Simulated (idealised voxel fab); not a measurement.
Process module heading - voxel wiring stack
cross-section cut | 260 nm wide | cells 5 nm
The cross-sections in this document take the form of a grid made of square cells. They are written out as bands, in order from top to bottom. Each band consists of one or more rows of cells. Read a band's entry like this: the first values are the height of its top and the height of its bottom in nm, and what follows is the sequence of materials from left to right, each with its width in nm. Note that "blank" is empty space, and that a single material marked "all across" reaches across the band from edge to edge. The reference from which all heights are counted is 0, the level beneath which the as-received wafer is entirely one material; the lowest band, having no lower bound, proceeds downward and is written after the example "0 down". You'd read "30 to 40" like this: the band's top row of cells is as wide as the first number, its bottom row is as wide as the second, and going down, every row changes width by the same amount as the row before did. For the purposes of this document, the phrase "everything unchanged" attached to a step denotes that no cell within the cross-section was modified by that step. The entry "Closed-off voids" lists the empty spaces that cover at least 8 cells and have no open path to the top. Each is written as width x height at distance, where the distance is measured from the left edge and all three values are in nm. Text after the settings on a step's line: the simulator's own remark on that step. When a step includes a mask, the "overlay nm" setting on its line states how far to the right of its planned place that mask lay, and negative values state how far to the left.
**Intended process steps**
| 1 | op RECEIVE | material Si |
| 2 | op CONFORMAL_DEP | material SiO2 | thk nm 10 |
| 3 | op CONFORMAL_DEP | material SiCN | thk nm 5 |
| 4 | op DIRECTIONAL_DEP | material lowk | thk nm 20 |
| 5 | op PATTERN | tone open | mask id METAL_1 | material resist | width nm 30 | pitch nm 55 | thk nm 15 | overlay nm 0 |
| 6 | op DIRECTIONAL_ETCH | etch materials lowk | depth nm 20 |
| 7 | op DIRECTIONAL_ETCH | etch materials SiCN | depth nm 5 |
| 8 | op STRIP | etch materials resist |
| 9 | op CONFORMAL_DEP | material TiN | thk nm 5 |
| 10 | op FILL_DEP | material W | thk nm 5 |
| 11 | op CMP | height nm 35 |
| 12 | op CONFORMAL_DEP | material SiCN | thk nm 5 |
| 13 | op DIRECTIONAL_DEP | material SiO2 | thk nm 30 |
| 14 | op PATTERN | tone open | mask id METAL_2 | material resist | width nm 30 | pitch nm 55 | thk nm 15 | overlay nm 0 |
| 15 | op DIRECTIONAL_ETCH | etch materials SiO2 | depth nm 15 |
| 16 | op STRIP | etch materials resist |
| 17 | op DIRECTIONAL_DEP | material aC | thk nm 15 |
| 18 | op PATTERN | tone open | mask id METAL_2_HOLES | material resist | width nm 15 | pitch nm 110 | thk nm 30 | overlay nm 0 |
| 19 | op DIRECTIONAL_ETCH | etch materials aC | depth nm 15 |
| 20 | op STRIP | etch materials resist |
| 21 | op DIRECTIONAL_ETCH | etch materials SiO2 | depth nm 15 |
| 22 | op DIRECTIONAL_ETCH | etch materials SiCN | depth nm 5 |
| 23 | op STRIP | etch materials aC |
| 24 | op CONFORMAL_DEP | material TiN | thk nm 5 |
| 25 | op FILL_DEP | material Ru | thk nm 5 |
| 26 | op CMP | height nm 70 |
| 27 | op CONFORMAL_DEP | material SiCN | thk nm 5 |
**Shown in cross-section is the wafer as received, that is, as it stands after step 1**
    0 down = Si all across
    Closed-off voids: none
**Module complete, cross-section. Starting point and plan per above. One mistake made in running the module**
    75 to 70 = SiCN all across
    70 to 65 = TiN: 65, Ru: 20, TiN: 35, Ru: 20, TiN: 35, Ru: 20, TiN: 65
    65 to 55 = SiO2: 60, TiN: 5, Ru: 20, TiN: 5, SiO2: 25, TiN: 5, Ru: 20, TiN: 5, SiO2: 25, TiN: 5, Ru: 20, TiN: 5, SiO2: 60
    55 to 50 = SiO2: 60, TiN: 5, Ru: 5, TiN: 20, SiO2: 25, TiN: 30, SiO2: 25, TiN: 5, Ru: 5, TiN: 20, SiO2: 60
    50 to 40 = SiO2: 60, TiN: 5, Ru: 5, TiN: 5, SiO2: 95, TiN: 5, Ru: 5, TiN: 5, SiO2: 75
    40 to 35 = SiCN: 60, TiN: 15, SiCN: 95, TiN: 15, SiCN: 75
    35 to 15 = lowk: 60, TiN: 5, W: 20, TiN: 5, lowk: 25, TiN: 5, W: 20, TiN: 5, lowk: 25, TiN: 5, W: 20, TiN: 5, lowk: 60
    15 to 10 = SiCN: 60, TiN: 30, SiCN: 25, TiN: 30, SiCN: 25, TiN: 30, SiCN: 60
    10 to 0 = SiO2 all across
    0 down = Si all across
    Closed-off voids: none
The mistake made against the process plan was this: step 13 was processed under conditions differing from the plan, specifically as op DIRECTIONAL_DEP | material SiO2 | thk nm 25
